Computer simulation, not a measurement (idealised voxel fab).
process module | voxel wiring stack
cross-section cut | 280 nm wide | cells 5 nm
A cross-section is a grid of square cells, given in bands from the top down. A band is one or more rows of cells.
Each band's line starts with the height of the band's top and of its bottom, in nm. Then come its materials from left to right, each with its width in nm. One material with "throughout" fills the band from edge to edge. "air" is empty space.
Height 0 is the level under which the wafer as received is all one material. The lowest band goes on downwards, as in "0 down".
A width such as "30 to 40" changes by the same amount from each row of cells to the next, from the band's top row to its bottom row.
"no change" after a step means that no cell of the cross-section changed.
closed voids: empty space of 8 cells or more with no open way to the top, each as width x height at its distance from the left edge, in nm
after a step's settings: what the simulator itself notes on the step
overlay nm, on a step with a mask: how far to the right of its planned place the mask lay; to the left if negative
plan
1 op RECEIVE | material Si
2 op CONFORMAL_DEP | material SiO2 | thk nm 10
3 op CONFORMAL_DEP | material SiCN | thk nm 5
4 op DIRECTIONAL_DEP | material SiO2 | thk nm 25
5 op MASKED_ETCH | tone open | mask id METAL_1 | width nm 30 | pitch nm 60 | etch materials SiO2 | depth nm 25 | overlay nm 0
6 op MASKED_ETCH | tone open | mask id METAL_1 | width nm 30 | pitch nm 60 | etch materials SiCN | depth nm 5 | overlay nm 0
7 op CONFORMAL_DEP | material TiN | thk nm 5
8 op FILL_DEP | material Cu | thk nm 10
9 op CMP | height nm 40
10 op EPI | material Ru | thk nm 5
11 op FILL_DEP | material SiCN | thk nm 5
12 op DIRECTIONAL_DEP | material lowk | thk nm 15
13 op DIRECTIONAL_DEP | material aC | thk nm 10
14 op PATTERN | tone open | mask id PLUG_1 | material resist | width nm 15 | pitch nm 60 | thk nm 25 | overlay nm 0
15 op DIRECTIONAL_ETCH | etch materials aC | depth nm 10
16 op STRIP | etch materials resist
17 op DIRECTIONAL_ETCH | etch materials lowk | depth nm 15
18 op DIRECTIONAL_ETCH | etch materials SiCN | depth nm 5
19 op STRIP | etch materials aC
20 op CONFORMAL_DEP | material TiN | thk nm 5
21 op FILL_DEP | material Cu | thk nm 5
22 op CMP | height nm 65
23 op DIRECTIONAL_DEP | material TiN | thk nm 5
24 op DIRECTIONAL_DEP | material W | thk nm 25
25 op MASKED_ETCH | tone cover | mask id METAL_2 | width nm 30 | pitch nm 60 | etch materials W | depth nm 25 | overlay nm 0
26 op MASKED_ETCH | tone cover | mask id METAL_2 | width nm 30 | pitch nm 60 | etch materials TiN | depth nm 5 | overlay nm 0
27 op CONFORMAL_DEP | material SiN | thk nm 5
28 op FILL_DEP | material lowk | thk nm 10
29 op CMP | height nm 95
30 op CONFORMAL_DEP | material SiCN | thk nm 5
31 op DIRECTIONAL_DEP | material lowk | thk nm 15
32 op DIRECTIONAL_DEP | material aC | thk nm 15
33 op PATTERN | tone open | mask id PLUG_2 | material resist | width nm 15 | pitch nm 60 | thk nm 35 | overlay nm 0
34 op DIRECTIONAL_ETCH | etch materials aC | depth nm 15
35 op STRIP | etch materials resist
36 op DIRECTIONAL_ETCH | etch materials lowk | depth nm 15
37 op DIRECTIONAL_ETCH | etch materials SiCN | depth nm 5
38 op STRIP | etch materials aC
39 op CONFORMAL_DEP | material TiN | thk nm 5
40 op FILL_DEP | material Cu | thk nm 10
41 op CMP | height nm 115
42 op DIRECTIONAL_DEP | material TiN | thk nm 5
43 op DIRECTIONAL_DEP | material W | thk nm 25
44 op DIRECTIONAL_DEP | material aC | thk nm 10
45 op PATTERN | tone cover | mask id METAL_3 | material resist | width nm 30 | pitch nm 60 | thk nm 30 | overlay nm 0
46 op DIRECTIONAL_ETCH | etch materials aC | depth nm 10
47 op STRIP | etch materials resist
48 op DIRECTIONAL_ETCH | etch materials W | depth nm 25
49 op DIRECTIONAL_ETCH | etch materials TiN | depth nm 5
50 op STRIP | etch materials aC
51 op FILL_DEP | material lowk | thk nm 10
52 op CMP | height nm 145
53 op CONFORMAL_DEP | material SiN | thk nm 5
as received, after step 1
  0 down: Si throughout
  closed voids: none
first wafer at the end, as planned
  150 to 145: SiN throughout
  145 to 120: lowk 95 | W 30 | lowk 30 | W 30 | lowk 95
  120 to 115: lowk 95 | TiN 30 | lowk 30 | TiN 30 | lowk 95
  115 to 100: lowk 95 | TiN 5 | Cu 5 | TiN 5 | lowk 45 | TiN 5 | Cu 5 | TiN 5 | lowk 110
  100 to 95: SiCN 95 | TiN 15 | SiCN 45 | TiN 15 | SiCN 110
  95 to 70: lowk 90 | SiN 5 | W 30 | SiN 5 | lowk 20 | SiN 5 | W 30 | SiN 5 | lowk 90
  70 to 65: SiN 95 | TiN 30 | SiN 30 | TiN 30 | SiN 95
  65 to 50: lowk 95 | TiN 5 | Cu 5 | TiN 5 | lowk 45 | TiN 5 | Cu 5 | TiN 5 | lowk 110
  50 to 45: SiCN 95 | TiN 15 | SiCN 45 | TiN 15 | SiCN 110
  45 to 40: SiCN 90 | Ru 40 | SiCN 20 | Ru 40 | SiCN 90
  40 to 15: SiO2 95 | TiN 5 | Cu 20 | TiN 5 | SiO2 30 | TiN 5 | Cu 20 | TiN 5 | SiO2 95
  15 to 10: SiCN 95 | TiN 30 | SiCN 30 | TiN 30 | SiCN 95
  10 to 0: SiO2 throughout
  0 down: Si throughout
  closed voids: none
second wafer at the end: like start, like plan, one mistake
  150 to 145: SiN throughout
  145 to 140: lowk 95 | TiN 30 | lowk 30 | TiN 30 | lowk 95
  140 to 115: W throughout
  115 to 100: lowk 95 | TiN 5 | Cu 5 | TiN 5 | lowk 45 | TiN 5 | Cu 5 | TiN 5 | lowk 110
  100 to 95: SiCN 95 | TiN 15 | SiCN 45 | TiN 15 | SiCN 110
  95 to 70: lowk 90 | SiN 5 | W 30 | SiN 5 | lowk 20 | SiN 5 | W 30 | SiN 5 | lowk 90
  70 to 65: SiN 95 | TiN 30 | SiN 30 | TiN 30 | SiN 95
  65 to 50: lowk 95 | TiN 5 | Cu 5 | TiN 5 | lowk 45 | TiN 5 | Cu 5 | TiN 5 | lowk 110
  50 to 45: SiCN 95 | TiN 15 | SiCN 45 | TiN 15 | SiCN 110
  45 to 40: SiCN 90 | Ru 40 | SiCN 20 | Ru 40 | SiCN 90
  40 to 15: SiO2 95 | TiN 5 | Cu 20 | TiN 5 | SiO2 30 | TiN 5 | Cu 20 | TiN 5 | SiO2 95
  15 to 10: SiCN 95 | TiN 30 | SiCN 30 | TiN 30 | SiCN 95
  10 to 0: SiO2 throughout
  0 down: Si throughout
  closed voids: none
what went wrong: steps 42 and 43 were swapped
at the end the second wafer has, in cells: 220 more of W | 220 fewer of lowk
